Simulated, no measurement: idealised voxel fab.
The process module presented herein is designated voxel local oxidation.
Cross-sectional view cut (width: 165 nm; square cell size: 5 nm).
Cross-section spec: square-cell grid; bands listed top down; each band is one or more rows.
The entry gives the band's vertical extent as a top height and a bottom height in nm, then its horizontal make-up as materials from left to right, each with a width in nm. "empty" stands for empty space; a single material marked "full width" fills the band edge to edge.
Where do heights start? At 0: under that level the wafer as delivered is made of one material only. And the lowest band has no floor; it just carries on downward, as in "0 and below".
The notation "30 to 40" denotes a width that varies across the rows of cells in the band, beginning at the first number in the top row, finishing at the second number in the bottom row, and changing by an identical amount from each row to the next.
What does "all unchanged" mean for a step? It means no cell of the cross-section changed in that step.
Internal closed voids: empty space of 8 cells or more with no open way to the top, each as width x height at its distance from the left edge, in nm
Anything after a step's settings on that line? It's the simulator's own note about the step.
If you see "overlay nm" on a step's line and that step has a mask, it's telling you how far right of where it was planned the mask ended up; a negative number means it went left instead.
[So here's the lineup of process steps we planned]
1,RECEIVE with material Si
2,OXIDIZE with depth nm 5
3,CONFORMAL_DEP with material SiN, thk nm 10
4,MASKED_ETCH with tone cover, mask id ACTIVE, width nm 110, etch materials SiN, depth nm 10, overlay nm 0
5,SELECTIVE_ETCH with etch materials SiO2, depth nm 5
6,OXIDIZE with depth nm 15
7,STRIP with etch materials SiN
[So this is the incoming wafer in cross-section - it's already been through step 1]
- 0 and below | Si full width
- Internal closed voids: none
[The following cross-section depicts the wafer upon conclusion of the module. Processing commenced from the starting condition illustrated above and adhered to the plan illustrated above, save for one mistake in execution]
- 0 down to -5 | 20 nm SiO2, then 120 nm empty, then 25 nm SiO2
- -5 down to -20 | 5 nm Si, then 150 nm SiO2, then 10 nm Si
- -20 and below | Si full width
- Internal closed voids: none
So what did we get wrong on this run? step 4 was processed under conditions differing from the plan, specifically as MASKED_ETCH with tone open, mask id ACTIVE, width nm 110, etch materials SiN, depth nm 10, overlay nm 0
